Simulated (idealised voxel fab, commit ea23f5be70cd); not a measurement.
process module | voxel ribs on slabs
cross-section cut | 170 nm wide | cells 5 nm
A cross-section is a grid of square cells, given in bands from the top down. A band is one or more rows of cells.
Each band's line starts with the height of the band's top and of its bottom, in nm. Then come its materials from left to right, each with its width in nm. One material with "throughout" fills the band from edge to edge. "air" is empty space.
Height 0 is the level under which the wafer as received is all one material. The lowest band goes on downwards, as in "0 down".
A width such as "30 to 40" changes by the same amount from each row of cells to the next, from the band's top row to its bottom row.
"no change" after a step means that no cell of the cross-section changed.
closed voids: empty space of 8 cells or more with no open way to the top, each as width x height at its distance from the left edge, in nm
after a step's settings: what the simulator itself notes on the step
overlay nm, on a step with a mask: how far to the right of its planned place the mask lay; to the left if negative
plan
1 op RECEIVE | material Si
2 op DIRECTIONAL_DEP | material SiO2 | thk nm 30
3 op DIRECTIONAL_DEP | material polySi | thk nm 15
4 op PATTERN | tone cover | mask id RIB | material resist | width nm 25 | thk nm 20 | overlay nm 0
5 op DIRECTIONAL_ETCH | etch materials polySi | depth nm 5
6 op STRIP | etch materials resist
7 op DIRECTIONAL_DEP | material aC | thk nm 15
8 op PATTERN | tone cover | mask id SLAB | material resist | width nm 65 | thk nm 35 | overlay nm 0
9 op DIRECTIONAL_ETCH | etch materials aC | depth nm 15
10 op STRIP | etch materials resist
11 op DIRECTIONAL_ETCH | etch materials polySi | depth nm 10
12 op STRIP | etch materials aC
13 op FILL_DEP | material SiO2 | thk nm 25
14 op CMP | height nm 60
15 op DIRECTIONAL_DEP | material W | thk nm 5
16 op DIRECTIONAL_DEP | material aC | thk nm 10
17 op PATTERN | tone cover | mask id HEATER | material resist | width nm 35 | thk nm 30 | overlay nm 0
18 op DIRECTIONAL_ETCH | etch materials aC | depth nm 10
19 op STRIP | etch materials resist
20 op DIRECTIONAL_ETCH | etch materials W | depth nm 5
21 op STRIP | etch materials aC
22 op CONFORMAL_DEP | material SiN | thk nm 5
first wafer, as planned
as received, after step 1
  0 down: Si throughout
  closed voids: none
after step 2
  30 to 0: SiO2 throughout
  below 0: unchanged
after step 3
  45 to 30: polySi throughout
  below 30: unchanged
after step 4
  65 to 45: air 70 | resist 25 | air 75
  below 45: unchanged
after step 5
  65 to 45: air 70 | resist 25 | air 75
  45 to 40: air 70 | polySi 25 | air 75
  below 40: unchanged
after step 6
  45 to 40: air 70 | polySi 25 | air 75
  below 40: unchanged
after step 7
  60 to 55: air 70 | aC 25 | air 75
  55 to 45: aC throughout
  45 to 40: aC 70 | polySi 25 | aC 75
  below 40: unchanged
after step 8
  95 to 60: air 50 | resist 65 | air 55
  60 to 55: air 50 | resist 20 | aC 25 | resist 20 | air 55
  below 55: unchanged
after step 9
  80 to 60: air 50 | resist 65 | air 55
  60 to 55: air 50 | resist 20 | aC 25 | resist 20 | air 55
  55 to 45: air 50 | aC 65 | air 55
  45 to 40: air 50 | aC 20 | polySi 25 | aC 20 | air 55
  below 40: unchanged
after step 10
  60 to 55: air 70 | aC 25 | air 75
  below 55: unchanged
after step 11
  60 to 55: air 70 | aC 25 | air 75
  55 to 45: air 50 | aC 65 | air 55
  45 to 40: air 50 | aC 20 | polySi 25 | aC 20 | air 55
  40 to 30: air 50 | polySi 65 | air 55
  below 30: unchanged
after step 12
  45 to 40: air 70 | polySi 25 | air 75
  below 40: unchanged
after step 13
  70 to 45: SiO2 throughout
  45 to 40: SiO2 70 | polySi 25 | SiO2 75
  40 to 30: SiO2 50 | polySi 65 | SiO2 55
  below 30: unchanged
after step 14
  60 to 45: SiO2 throughout
  below 45: unchanged
after step 15
  65 to 60: W throughout
  below 60: unchanged
after step 16
  75 to 65: aC throughout
  below 65: unchanged
after step 17
  105 to 75: air 65 | resist 35 | air 70
  below 75: unchanged
after step 18
  95 to 75: air 65 | resist 35 | air 70
  75 to 65: air 65 | aC 35 | air 70
  below 65: unchanged
after step 19
  75 to 65: air 65 | aC 35 | air 70
  below 65: unchanged
after step 20
  75 to 65: air 65 | aC 35 | air 70
  65 to 60: air 65 | W 35 | air 70
  below 60: unchanged
after step 21
  65 to 60: air 65 | W 35 | air 70
  below 60: unchanged
after step 22
  70 to 65: air 60 | SiN 45 | air 65
  65 to 60: SiN 65 | W 35 | SiN 70
  below 60: unchanged
second wafer: like start, like plan, one mistake. Through step 3 it matches the first wafer
when step 4 should have ended
  65 to 45: resist 70 | air 25 | resist 75
  below 45: unchanged
when step 5 should have ended
  65 to 45: resist 70 | air 25 | resist 75
  45 to 40: polySi 70 | air 25 | polySi 75
  below 40: unchanged
when step 6 should have ended
  45 to 40: polySi 70 | air 25 | polySi 75
  below 40: unchanged
when step 7 should have ended
  60 to 55: aC 70 | air 25 | aC 75
  55 to 45: aC throughout
  45 to 40: polySi 70 | aC 25 | polySi 75
  below 40: unchanged
when step 8 should have ended
  95 to 60: air 50 | resist 65 | air 55
  60 to 55: aC 70 | resist 25 | aC 75
  below 55: unchanged
when step 9 should have ended
  80 to 60: air 50 | resist 65 | air 55
  60 to 55: air 50 | aC 20 | resist 25 | aC 20 | air 55
  55 to 45: air 50 | aC 65 | air 55
  below 45: unchanged
when step 10 should have ended
  60 to 55: air 50 | aC 20 | air 25 | aC 20 | air 55
  below 55: unchanged
when step 11 should have ended
  60 to 55: air 50 | aC 20 | air 25 | aC 20 | air 55
  55 to 45: air 50 | aC 65 | air 55
  45 to 40: air 50 | polySi 20 | aC 25 | polySi 20 | air 55
  40 to 35: air 50 | polySi 65 | air 55
  below 35: unchanged
when step 12 should have ended
  45 to 40: air 50 | polySi 20 | air 25 | polySi 20 | air 55
  below 40: unchanged
when step 13 should have ended
  70 to 45: SiO2 throughout
  45 to 40: SiO2 50 | polySi 20 | SiO2 25 | polySi 20 | SiO2 55
  40 to 35: SiO2 50 | polySi 65 | SiO2 55
  below 35: unchanged
when step 14 should have ended
  60 to 45: SiO2 throughout
  below 45: unchanged
when step 15 should have ended
  65 to 60: W throughout
  below 60: unchanged
when step 16 should have ended
  75 to 65: aC throughout
  below 65: unchanged
when step 17 should have ended
  105 to 75: air 65 | resist 35 | air 70
  below 75: unchanged
when step 18 should have ended
  95 to 75: air 65 | resist 35 | air 70
  75 to 65: air 65 | aC 35 | air 70
  below 65: unchanged
when step 19 should have ended
  75 to 65: air 65 | aC 35 | air 70
  below 65: unchanged
when step 20 should have ended
  75 to 65: air 65 | aC 35 | air 70
  65 to 60: air 65 | W 35 | air 70
  below 60: unchanged
when step 21 should have ended
  65 to 60: air 65 | W 35 | air 70
  below 60: unchanged
when step 22 should have ended
  70 to 65: air 60 | SiN 45 | air 65
  65 to 60: SiN 65 | W 35 | SiN 70
  below 60: unchanged
what went wrong: step 4 ran as: op PATTERN | tone open | mask id RIB | material resist | width nm 25 | thk nm 20 | overlay nm 0
at the end the second wafer has, in cells: 24 fewer of SiO2 | 24 more of polySi
